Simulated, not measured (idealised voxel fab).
Process module in this document: voxel wiring stack
290 nm wide, 5 nm square cells: that's cross-section cut.
A cross-section is a grid of square cells, given in bands from the top down. A band is one or more rows of cells. Band entry format. Leading values: height of top, height of bottom, nm. Remainder: materials in left-to-right order, each with its width in nm. Special words: "all across" on a single material, which then fills the band edge to edge; "air", empty space. Height reference: 0 = level under which incoming wafer is all one material. Lowest band: no bottom, runs on downward, e.g. "0 -> down". With a width like "30..40", each row of cells in the band differs from the next by the same amount, the top row carrying the first number and the bottom row the second. It should be understood that the words "no change", when stated for a given step, signify that the cross-section underwent no change in any of its cells during that step. "Sealed void inventory" lists enclosed empty spaces (at least 8 cells, no open path upward to the top), each as width x height at distance from the left edge, in nm. Anything after a step's settings on that line? It's the simulator's own note about the step. overlay nm: mask offset rightward from planned place, masked step; negative means leftward offset.
Set out below are the planned steps of the process
1. RECEIVE: material Si
2. CONFORMAL_DEP: material SiO2, thk nm 15
3. DIRECTIONAL_DEP: material TiN, thk nm 5
4. DIRECTIONAL_DEP: material W, thk nm 15
5. DIRECTIONAL_DEP: material aC, thk nm 10
6. PATTERN: tone cover, mask id METAL_1, material resist, width nm 25, pitch nm 50, thk nm 25, overlay nm 0
7. DIRECTIONAL_ETCH: etch materials aC, depth nm 10
8. STRIP: etch materials resist
9. DIRECTIONAL_ETCH: etch materials W, depth nm 15
10. DIRECTIONAL_ETCH: etch materials TiN, depth nm 5
11. STRIP: etch materials aC
12. FILL_DEP: material SiO2, thk nm 5
13. CMP: height nm 35
14. CONFORMAL_DEP: material SiCN, thk nm 5
15. DIRECTIONAL_DEP: material SiO2, thk nm 20
16. MASKED_ETCH: tone open, mask id PLUG_1, width nm 15, etch materials SiO2, depth nm 20, overlay nm 0
17. MASKED_ETCH: tone open, mask id PLUG_1, width nm 15, etch materials SiCN, depth nm 5, overlay nm 0
18. EPI: material Ru, thk nm 10
19. EPI: material Ru, thk nm 10
20. EPI: material Ru, thk nm 5
21. CONFORMAL_DEP: material SiCN, thk nm 5
22. DIRECTIONAL_DEP: material lowk, thk nm 25
23. PATTERN: tone open, mask id METAL_2, material resist, width nm 25, pitch nm 50, thk nm 20, overlay nm 0
24. DIRECTIONAL_ETCH: etch materials lowk, depth nm 25
25. DIRECTIONAL_ETCH: etch materials SiCN, depth nm 5
26. STRIP: etch materials resist
27. CONFORMAL_DEP: material TiN, thk nm 5
28. FILL_DEP: material Ru, thk nm 5
29. CMP: height nm 90
30. EPI: material Ru, thk nm 5
31. FILL_DEP: material SiCN, thk nm 5
32. DIRECTIONAL_DEP: material SiO2, thk nm 20
33. DIRECTIONAL_DEP: material aC, thk nm 10
34. PATTERN: tone open, mask id PLUG_2, material resist, width nm 15, pitch nm 50, thk nm 25, overlay nm 0
35. DIRECTIONAL_ETCH: etch materials aC, depth nm 10
36. STRIP: etch materials resist
37. DIRECTIONAL_ETCH: etch materials SiO2, depth nm 20
38. DIRECTIONAL_ETCH: etch materials SiCN, depth nm 5
39. STRIP: etch materials aC
40. EPI: material Ru, thk nm 10
41. EPI: material Ru, thk nm 10
42. EPI: material Ru, thk nm 5
43. CONFORMAL_DEP: material SiCN, thk nm 5
44. DIRECTIONAL_DEP: material SiO2, thk nm 25
45. DIRECTIONAL_DEP: material aC, thk nm 15
46. PATTERN: tone open, mask id METAL_3, material resist, width nm 25, pitch nm 50, thk nm 35, overlay nm 0
47. DIRECTIONAL_ETCH: etch materials aC, depth nm 15
48. STRIP: etch materials resist
49. DIRECTIONAL_ETCH: etch materials SiO2, depth nm 25
50. DIRECTIONAL_ETCH: etch materials SiCN, depth nm 5
51. STRIP: etch materials aC
52. CONFORMAL_DEP: material TiN, thk nm 5
53. FILL_DEP: material Cu, thk nm 5
54. CMP: height nm 150
55. CONFORMAL_DEP: material SiN, thk nm 5
The first of the two wafers, which ran as planned
Received-state cross-section, reflecting completion of step 1
* 0 -> down: Si all across
* Sealed void inventory: none
Step 2 done - wafer cross-section
* 15 -> 0: SiO2 all across
* Lower than 0, everything is as it was.
Step 3 done - wafer cross-section
* 20 -> 15: TiN all across
* Lower than 15, everything is as it was.
Step 4 done - wafer cross-section
* 35 -> 20: W all across
* Lower than 20, everything is as it was.
Step 5 done - wafer cross-section
* 45 -> 35: aC all across
* Lower than 35, everything is as it was.
Step 6 done - wafer cross-section
* 70 -> 45: air (105), resist (25), air (25), resist (25), air (110)
* Lower than 45, everything is as it was.
Step 7 done - wafer cross-section
* 60 -> 45: air (105), resist (25), air (25), resist (25), air (110)
* 45 -> 35: air (105), aC (25), air (25), aC (25), air (110)
* Lower than 35, everything is as it was.
Step 8 done - wafer cross-section
* 45 -> 35: air (105), aC (25), air (25), aC (25), air (110)
* Lower than 35, everything is as it was.
Step 9 done - wafer cross-section
* 45 -> 35: air (105), aC (25), air (25), aC (25), air (110)
* 35 -> 20: air (105), W (25), air (25), W (25), air (110)
* Lower than 20, everything is as it was.
Step 10 done - wafer cross-section
* 45 -> 35: air (105), aC (25), air (25), aC (25), air (110)
* 35 -> 20: air (105), W (25), air (25), W (25), air (110)
* 20 -> 15: air (105), TiN (25), air (25), TiN (25), air (110)
* Lower than 15, everything is as it was.
Step 11 done - wafer cross-section
* 35 -> 20: air (105), W (25), air (25), W (25), air (110)
* Lower than 20, everything is as it was.
Step 12 done - wafer cross-section
* 40 -> 35: SiO2 all across
* 35 -> 20: SiO2 (105), W (25), SiO2 (25), W (25), SiO2 (110)
* 20 -> 15: SiO2 (105), TiN (25), SiO2 (25), TiN (25), SiO2 (110)
* Lower than 15, everything is as it was.
Step 13 done - wafer cross-section
* 35 -> 20: SiO2 (105), W (25), SiO2 (25), W (25), SiO2 (110)
* Lower than 20, everything is as it was.
Step 14 done - wafer cross-section
* 40 -> 35: SiCN all across
* Lower than 35, everything is as it was.
Step 15 done - wafer cross-section
* 60 -> 40: SiO2 all across
* Lower than 40, everything is as it was.
Step 16 done - wafer cross-section
* 60 -> 40: SiO2 (105), air (15), SiO2 (170)
* Lower than 40, everything is as it was.
Step 17 done - wafer cross-section
* 60 -> 40: SiO2 (105), air (15), SiO2 (170)
* 40 -> 35: SiCN (105), air (15), SiCN (170)
* Lower than 35, everything is as it was.
Step 18 done - wafer cross-section
* 60 -> 45: SiO2 (105), air (15), SiO2 (170)
* 45 -> 40: SiO2 (105), Ru (15), SiO2 (170)
* 40 -> 35: SiCN (105), Ru (15), SiCN (170)
* Lower than 35, everything is as it was.
Step 19 done - wafer cross-section
* 60 -> 55: SiO2 (105), air (15), SiO2 (170)
* 55 -> 40: SiO2 (105), Ru (15), SiO2 (170)
* Lower than 40, everything is as it was.
Step 20 done - wafer cross-section
* 60 -> 40: SiO2 (105), Ru (15), SiO2 (170)
* Lower than 40, everything is as it was.
Step 21 done - wafer cross-section
* 65 -> 60: SiCN all across
* Lower than 60, everything is as it was.
Step 22 done - wafer cross-section
* 90 -> 65: lowk all across
* Lower than 65, everything is as it was.
Step 23 done - wafer cross-section
* 110 -> 90: resist (105), air (25), resist (25), air (25), resist (110)
* Lower than 90, everything is as it was.
Step 24 done - wafer cross-section
* 110 -> 90: resist (105), air (25), resist (25), air (25), resist (110)
* 90 -> 65: lowk (105), air (25), lowk (25), air (25), lowk (110)
* Lower than 65, everything is as it was.
Step 25 done - wafer cross-section
* 110 -> 90: resist (105), air (25), resist (25), air (25), resist (110)
* 90 -> 65: lowk (105), air (25), lowk (25), air (25), lowk (110)
* 65 -> 60: SiCN (105), air (25), SiCN (25), air (25), SiCN (110)
* Lower than 60, everything is as it was.
Step 26 done - wafer cross-section
* 90 -> 65: lowk (105), air (25), lowk (25), air (25), lowk (110)
* Lower than 65, everything is as it was.
Step 27 done - wafer cross-section
* 95 -> 90: TiN (110), air (15), TiN (35), air (15), TiN (115)
* 90 -> 65: lowk (105), TiN (5), air (15), TiN (5), lowk (25), TiN (5), air (15), TiN (5), lowk (110)
* 65 -> 60: SiCN (105), TiN (25), SiCN (25), TiN (25), SiCN (110)
* Lower than 60, everything is as it was.
Step 28 done - wafer cross-section
* 100 -> 95: Ru all across
* 95 -> 90: TiN (110), Ru (15), TiN (35), Ru (15), TiN (115)
* 90 -> 65: lowk (105), TiN (5), Ru (15), TiN (5), lowk (25), TiN (5), Ru (15), TiN (5), lowk (110)
* Lower than 65, everything is as it was.
Step 29 done - wafer cross-section
* 90 -> 65: lowk (105), TiN (5), Ru (15), TiN (5), lowk (25), TiN (5), Ru (15), TiN (5), lowk (110)
* Lower than 65, everything is as it was.
Step 30 done - wafer cross-section
* 95 -> 90: air (100), Ru (35), air (15), Ru (35), air (105)
* Lower than 90, everything is as it was.
Step 31 done - wafer cross-section
* 100 -> 95: SiCN all across
* 95 -> 90: SiCN (100), Ru (35), SiCN (15), Ru (35), SiCN (105)
* Lower than 90, everything is as it was.
Step 32 done - wafer cross-section
* 120 -> 100: SiO2 all across
* Lower than 100, everything is as it was.
Step 33 done - wafer cross-section
* 130 -> 120: aC all across
* Lower than 120, everything is as it was.
Step 34 done - wafer cross-section
* 155 -> 130: resist (105), air (15), resist (35), air (15), resist (120)
* Lower than 130, everything is as it was.
Step 35 done - wafer cross-section
* 145 -> 130: resist (105), air (15), resist (35), air (15), resist (120)
* 130 -> 120: aC (105), air (15), aC (35), air (15), aC (120)
* Lower than 120, everything is as it was.
Step 36 done - wafer cross-section
* 130 -> 120: aC (105), air (15), aC (35), air (15), aC (120)
* Lower than 120, everything is as it was.
Step 37 done - wafer cross-section
* 130 -> 120: aC (105), air (15), aC (35), air (15), aC (120)
* 120 -> 100: SiO2 (105), air (15), SiO2 (35), air (15), SiO2 (120)
* Lower than 100, everything is as it was.
Step 38 done - wafer cross-section
* 130 -> 120: aC (105), air (15), aC (35), air (15), aC (120)
* 120 -> 100: SiO2 (105), air (15), SiO2 (35), air (15), SiO2 (120)
* 100 -> 95: SiCN (105), air (15), SiCN (35), air (15), SiCN (120)
* Lower than 95, everything is as it was.
Step 39 done - wafer cross-section
* 120 -> 100: SiO2 (105), air (15), SiO2 (35), air (15), SiO2 (120)
* Lower than 100, everything is as it was.
Step 40 done - wafer cross-section
* 120 -> 105: SiO2 (105), air (15), SiO2 (35), air (15), SiO2 (120)
* 105 -> 100: SiO2 (105), Ru (15), SiO2 (35), Ru (15), SiO2 (120)
* 100 -> 90: SiCN (105..100), Ru (15..35), SiCN (35..15), Ru (15..35), SiCN (120..105)
* Lower than 90, everything is as it was.
Step 41 done - wafer cross-section
* 120 -> 115: SiO2 (105), air (15), SiO2 (35), air (15), SiO2 (120)
* 115 -> 100: SiO2 (105), Ru (15), SiO2 (35), Ru (15), SiO2 (120)
* Lower than 100, everything is as it was.
Step 42 done - wafer cross-section
* 120 -> 100: SiO2 (105), Ru (15), SiO2 (35), Ru (15), SiO2 (120)
* Lower than 100, everything is as it was.
Step 43 done - wafer cross-section
* 125 -> 120: SiCN all across
* Lower than 120, everything is as it was.
Step 44 done - wafer cross-section
* 150 -> 125: SiO2 all across
* Lower than 125, everything is as it was.
Step 45 done - wafer cross-section
* 165 -> 150: aC all across
* Lower than 150, everything is as it was.
Step 46 done - wafer cross-section
* 200 -> 165: resist (105), air (25), resist (25), air (25), resist (110)
* Lower than 165, everything is as it was.
Step 47 done - wafer cross-section
* 185 -> 165: resist (105), air (25), resist (25), air (25), resist (110)
* 165 -> 150: aC (105), air (25), aC (25), air (25), aC (110)
* Lower than 150, everything is as it was.
Step 48 done - wafer cross-section
* 165 -> 150: aC (105), air (25), aC (25), air (25), aC (110)
* Lower than 150, everything is as it was.
Step 49 done - wafer cross-section
* 165 -> 150: aC (105), air (25), aC (25), air (25), aC (110)
* 150 -> 125: SiO2 (105), air (25), SiO2 (25), air (25), SiO2 (110)
* Lower than 125, everything is as it was.
Step 50 done - wafer cross-section
* 165 -> 150: aC (105), air (25), aC (25), air (25), aC (110)
* 150 -> 125: SiO2 (105), air (25), SiO2 (25), air (25), SiO2 (110)
* 125 -> 120: SiCN (105), air (25), SiCN (25), air (25), SiCN (110)
* Lower than 120, everything is as it was.
Step 51 done - wafer cross-section
* 150 -> 125: SiO2 (105), air (25), SiO2 (25), air (25), SiO2 (110)
* Lower than 125, everything is as it was.
Step 52 done - wafer cross-section
* 155 -> 150: TiN (110), air (15), TiN (35), air (15), TiN (115)
* 150 -> 125: SiO2 (105), TiN (5), air (15), TiN (5), SiO2 (25), TiN (5), air (15), TiN (5), SiO2 (110)
* 125 -> 120: SiCN (105), TiN (25), SiCN (25), TiN (25), SiCN (110)
* Lower than 120, everything is as it was.
Step 53 done - wafer cross-section
* 160 -> 155: Cu all across
* 155 -> 150: TiN (110), Cu (15), TiN (35), Cu (15), TiN (115)
* 150 -> 125: SiO2 (105), TiN (5), Cu (15), TiN (5), SiO2 (25), TiN (5), Cu (15), TiN (5), SiO2 (110)
* Lower than 125, everything is as it was.
Step 54 done - wafer cross-section
* 150 -> 125: SiO2 (105), TiN (5), Cu (15), TiN (5), SiO2 (25), TiN (5), Cu (15), TiN (5), SiO2 (110)
* Lower than 125, everything is as it was.
Step 55 done - wafer cross-section
* 155 -> 150: SiN all across
* Lower than 150, everything is as it was.
The second wafer: identical to the first at the outset and in its planned sequence, differing only in that one mistake was made during processing; up to and including step 21, its path is the first wafer's path
Cross-sectional representation of the second wafer at the time designated in the plan for the completion of step 22
* 90 -> 65: Cu all across
* Lower than 65, everything is as it was.
Cross-sectional representation of the second wafer at the time designated in the plan for the completion of step 23
* 110 -> 90: resist (105), air (25), resist (25), air (25), resist (110)
* Lower than 90, everything is as it was.
Cross-sectional representation of the second wafer at the time designated in the plan for the completion of step 24: no change
Cross-sectional representation of the second wafer at the time designated in the plan for the completion of step 25: no change
Cross-sectional representation of the second wafer at the time designated in the plan for the completion of step 26
* 90 -> 65: Cu all across
* Lower than 65, everything is as it was.
Cross-sectional representation of the second wafer at the time designated in the plan for the completion of step 27
* 95 -> 90: TiN all across
* Lower than 90, everything is as it was.
Cross-sectional representation of the second wafer at the time designated in the plan for the completion of step 28
* 100 -> 95: Ru all across
* Lower than 95, everything is as it was.
Cross-sectional representation of the second wafer at the time designated in the plan for the completion of step 29
* 90 -> 65: Cu all across
* Lower than 65, everything is as it was.
Cross-sectional representation of the second wafer at the time designated in the plan for the completion of step 30
* 95 -> 90: Ru all across
* Lower than 90, everything is as it was.
Cross-sectional representation of the second wafer at the time designated in the plan for the completion of step 31
* 100 -> 95: SiCN all across
* Lower than 95, everything is as it was.
Cross-sectional representation of the second wafer at the time designated in the plan for the completion of step 32
* 120 -> 100: SiO2 all across
* Lower than 100, everything is as it was.
Cross-sectional representation of the second wafer at the time designated in the plan for the completion of step 33
* 130 -> 120: aC all across
* Lower than 120, everything is as it was.
Cross-sectional representation of the second wafer at the time designated in the plan for the completion of step 34
* 155 -> 130: resist (105), air (15), resist (35), air (15), resist (120)
* Lower than 130, everything is as it was.
Cross-sectional representation of the second wafer at the time designated in the plan for the completion of step 35
* 145 -> 130: resist (105), air (15), resist (35), air (15), resist (120)
* 130 -> 120: aC (105), air (15), aC (35), air (15), aC (120)
* Lower than 120, everything is as it was.
Cross-sectional representation of the second wafer at the time designated in the plan for the completion of step 36
* 130 -> 120: aC (105), air (15), aC (35), air (15), aC (120)
* Lower than 120, everything is as it was.
Cross-sectional representation of the second wafer at the time designated in the plan for the completion of step 37
* 130 -> 120: aC (105), air (15), aC (35), air (15), aC (120)
* 120 -> 100: SiO2 (105), air (15), SiO2 (35), air (15), SiO2 (120)
* Lower than 100, everything is as it was.
Cross-sectional representation of the second wafer at the time designated in the plan for the completion of step 38
* 130 -> 120: aC (105), air (15), aC (35), air (15), aC (120)
* 120 -> 100: SiO2 (105), air (15), SiO2 (35), air (15), SiO2 (120)
* 100 -> 95: SiCN (105), air (15), SiCN (35), air (15), SiCN (120)
* Lower than 95, everything is as it was.
Cross-sectional representation of the second wafer at the time designated in the plan for the completion of step 39
* 120 -> 100: SiO2 (105), air (15), SiO2 (35), air (15), SiO2 (120)
* Lower than 100, everything is as it was.
Cross-sectional representation of the second wafer at the time designated in the plan for the completion of step 40
* 120 -> 105: SiO2 (105), air (15), SiO2 (35), air (15), SiO2 (120)
* 105 -> 100: SiO2 (105), Ru (15), SiO2 (35), Ru (15), SiO2 (120)
* 100 -> 95: SiCN (105), Ru (15), SiCN (35), Ru (15), SiCN (120)
* Lower than 95, everything is as it was.
Cross-sectional representation of the second wafer at the time designated in the plan for the completion of step 41
* 120 -> 115: SiO2 (105), air (15), SiO2 (35), air (15), SiO2 (120)
* 115 -> 100: SiO2 (105), Ru (15), SiO2 (35), Ru (15), SiO2 (120)
* Lower than 100, everything is as it was.
Cross-sectional representation of the second wafer at the time designated in the plan for the completion of step 42
* 120 -> 100: SiO2 (105), Ru (15), SiO2 (35), Ru (15), SiO2 (120)
* Lower than 100, everything is as it was.
Cross-sectional representation of the second wafer at the time designated in the plan for the completion of step 43
* 125 -> 120: SiCN all across
* Lower than 120, everything is as it was.
Cross-sectional representation of the second wafer at the time designated in the plan for the completion of step 44
* 150 -> 125: SiO2 all across
* Lower than 125, everything is as it was.
Cross-sectional representation of the second wafer at the time designated in the plan for the completion of step 45
* 165 -> 150: aC all across
* Lower than 150, everything is as it was.
Cross-sectional representation of the second wafer at the time designated in the plan for the completion of step 46
* 200 -> 165: resist (105), air (25), resist (25), air (25), resist (110)
* Lower than 165, everything is as it was.
Cross-sectional representation of the second wafer at the time designated in the plan for the completion of step 47
* 185 -> 165: resist (105), air (25), resist (25), air (25), resist (110)
* 165 -> 150: aC (105), air (25), aC (25), air (25), aC (110)
* Lower than 150, everything is as it was.
Cross-sectional representation of the second wafer at the time designated in the plan for the completion of step 48
* 165 -> 150: aC (105), air (25), aC (25), air (25), aC (110)
* Lower than 150, everything is as it was.
Cross-sectional representation of the second wafer at the time designated in the plan for the completion of step 49
* 165 -> 150: aC (105), air (25), aC (25), air (25), aC (110)
* 150 -> 125: SiO2 (105), air (25), SiO2 (25), air (25), SiO2 (110)
* Lower than 125, everything is as it was.
Cross-sectional representation of the second wafer at the time designated in the plan for the completion of step 50
* 165 -> 150: aC (105), air (25), aC (25), air (25), aC (110)
* 150 -> 125: SiO2 (105), air (25), SiO2 (25), air (25), SiO2 (110)
* 125 -> 120: SiCN (105), air (25), SiCN (25), air (25), SiCN (110)
* Lower than 120, everything is as it was.
Cross-sectional representation of the second wafer at the time designated in the plan for the completion of step 51
* 150 -> 125: SiO2 (105), air (25), SiO2 (25), air (25), SiO2 (110)
* Lower than 125, everything is as it was.
Cross-sectional representation of the second wafer at the time designated in the plan for the completion of step 52
* 155 -> 150: TiN (110), air (15), TiN (35), air (15), TiN (115)
* 150 -> 125: SiO2 (105), TiN (5), air (15), TiN (5), SiO2 (25), TiN (5), air (15), TiN (5), SiO2 (110)
* 125 -> 120: SiCN (105), TiN (25), SiCN (25), TiN (25), SiCN (110)
* Lower than 120, everything is as it was.
Cross-sectional representation of the second wafer at the time designated in the plan for the completion of step 53
* 160 -> 155: Cu all across
* 155 -> 150: TiN (110), Cu (15), TiN (35), Cu (15), TiN (115)
* 150 -> 125: SiO2 (105), TiN (5), Cu (15), TiN (5), SiO2 (25), TiN (5), Cu (15), TiN (5), SiO2 (110)
* Lower than 125, everything is as it was.
Cross-sectional representation of the second wafer at the time designated in the plan for the completion of step 54
* 150 -> 125: SiO2 (105), TiN (5), Cu (15), TiN (5), SiO2 (25), TiN (5), Cu (15), TiN (5), SiO2 (110)
* Lower than 125, everything is as it was.
Cross-sectional representation of the second wafer at the time designated in the plan for the completion of step 55
* 155 -> 150: SiN all across
* Lower than 150, everything is as it was.
Short version of what went wrong: step 22 did not happen as planned, as run it was DIRECTIONAL_DEP: material Cu, thk nm 25
Materials where the second wafer ends with more or fewer cells than the first: +290 Cu; +14 Ru; -34 SiCN; -30 TiN; -240 lowk
